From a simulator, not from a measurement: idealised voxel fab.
process module | voxel trench capacitor
cross-section cut | 255 nm wide | cells 5 nm
A cross-section is a grid of square cells, given in bands from the top down. A band is one or more rows of cells.
Each band's line starts with the height of the band's top and of its bottom, in nm. Then come its materials from left to right, each with its width in nm. One material with "throughout" fills the band from edge to edge. "air" is empty space.
Height 0 is the level under which the wafer as received is all one material. The lowest band goes on downwards, as in "0 down".
A width such as "30 to 40" changes by the same amount from each row of cells to the next, from the band's top row to its bottom row.
"no change" after a step means that no cell of the cross-section changed.
closed voids: empty space of 8 cells or more with no open way to the top, each as width x height at its distance from the left edge, in nm
after a step's settings: what the simulator itself notes on the step
overlay nm, on a step with a mask: how far to the right of its planned place the mask lay; to the left if negative
plan
1 op RECEIVE | material Si
2 op CONFORMAL_DEP | material SiN | thk nm 10
3 op PATTERN | tone open | mask id TRENCH | material resist | width nm 25 | pitch nm 50 | thk nm 20 | overlay nm 0
4 op DIRECTIONAL_ETCH | etch materials SiN | depth nm 10
5 op DIRECTIONAL_ETCH | etch materials Si | depth nm 30
6 op STRIP | etch materials resist
7 op CONFORMAL_DEP | material Al2O3 | thk nm 5
8 op CONFORMAL_DEP | material TiN | thk nm 5
9 op FILL_DEP | material W | thk nm 10
10 op CMP | height nm 10
as received, after step 1
  0 down: Si throughout
  closed voids: none
first wafer at the end, as planned
  10 to 0: SiN 40 | Al2O3 5 | TiN 5 | W 5 | TiN 5 | Al2O3 5 | SiN 25 | Al2O3 5 | TiN 5 | W 5 | TiN 5 | Al2O3 5 | SiN 25 | Al2O3 5 | TiN 5 | W 5 | TiN 5 | Al2O3 5 | SiN 25 | Al2O3 5 | TiN 5 | W 5 | TiN 5 | Al2O3 5 | SiN 40
  0 to -20: Si 40 | Al2O3 5 | TiN 5 | W 5 | TiN 5 | Al2O3 5 | Si 25 | Al2O3 5 | TiN 5 | W 5 | TiN 5 | Al2O3 5 | Si 25 | Al2O3 5 | TiN 5 | W 5 | TiN 5 | Al2O3 5 | Si 25 | Al2O3 5 | TiN 5 | W 5 | TiN 5 | Al2O3 5 | Si 40
  -20 to -25: Si 40 | Al2O3 5 | TiN 15 | Al2O3 5 | Si 25 | Al2O3 5 | TiN 15 | Al2O3 5 | Si 25 | Al2O3 5 | TiN 15 | Al2O3 5 | Si 25 | Al2O3 5 | TiN 15 | Al2O3 5 | Si 40
  -25 to -30: Si 40 | Al2O3 25 | Si 25 | Al2O3 25 | Si 25 | Al2O3 25 | Si 25 | Al2O3 25 | Si 40
  -30 down: Si throughout
  closed voids: none
second wafer at the end: like start, like plan, one mistake
  10 to 0: SiN 30 | Al2O3 5 | TiN 5 | W 5 | TiN 5 | Al2O3 5 | SiN 25 | Al2O3 5 | TiN 5 | W 5 | TiN 5 | Al2O3 5 | SiN 25 | Al2O3 5 | TiN 5 | W 5 | TiN 5 | Al2O3 5 | SiN 25 | Al2O3 5 | TiN 5 | W 5 | TiN 5 | Al2O3 5 | SiN 50
  0 to -20: Si 30 | Al2O3 5 | TiN 5 | W 5 | TiN 5 | Al2O3 5 | Si 25 | Al2O3 5 | TiN 5 | W 5 | TiN 5 | Al2O3 5 | Si 25 | Al2O3 5 | TiN 5 | W 5 | TiN 5 | Al2O3 5 | Si 25 | Al2O3 5 | TiN 5 | W 5 | TiN 5 | Al2O3 5 | Si 50
  -20 to -25: Si 30 | Al2O3 5 | TiN 15 | Al2O3 5 | Si 25 | Al2O3 5 | TiN 15 | Al2O3 5 | Si 25 | Al2O3 5 | TiN 15 | Al2O3 5 | Si 25 | Al2O3 5 | TiN 15 | Al2O3 5 | Si 50
  -25 to -30: Si 30 | Al2O3 25 | Si 25 | Al2O3 25 | Si 25 | Al2O3 25 | Si 25 | Al2O3 25 | Si 50
  -30 down: Si throughout
  closed voids: none
what went wrong: step 3 ran as: op PATTERN | tone open | mask id TRENCH | material resist | width nm 25 | pitch nm 50 | thk nm 20 | overlay nm -10
at the end the second wafer has, in cells: as many of each material as the first, in other places
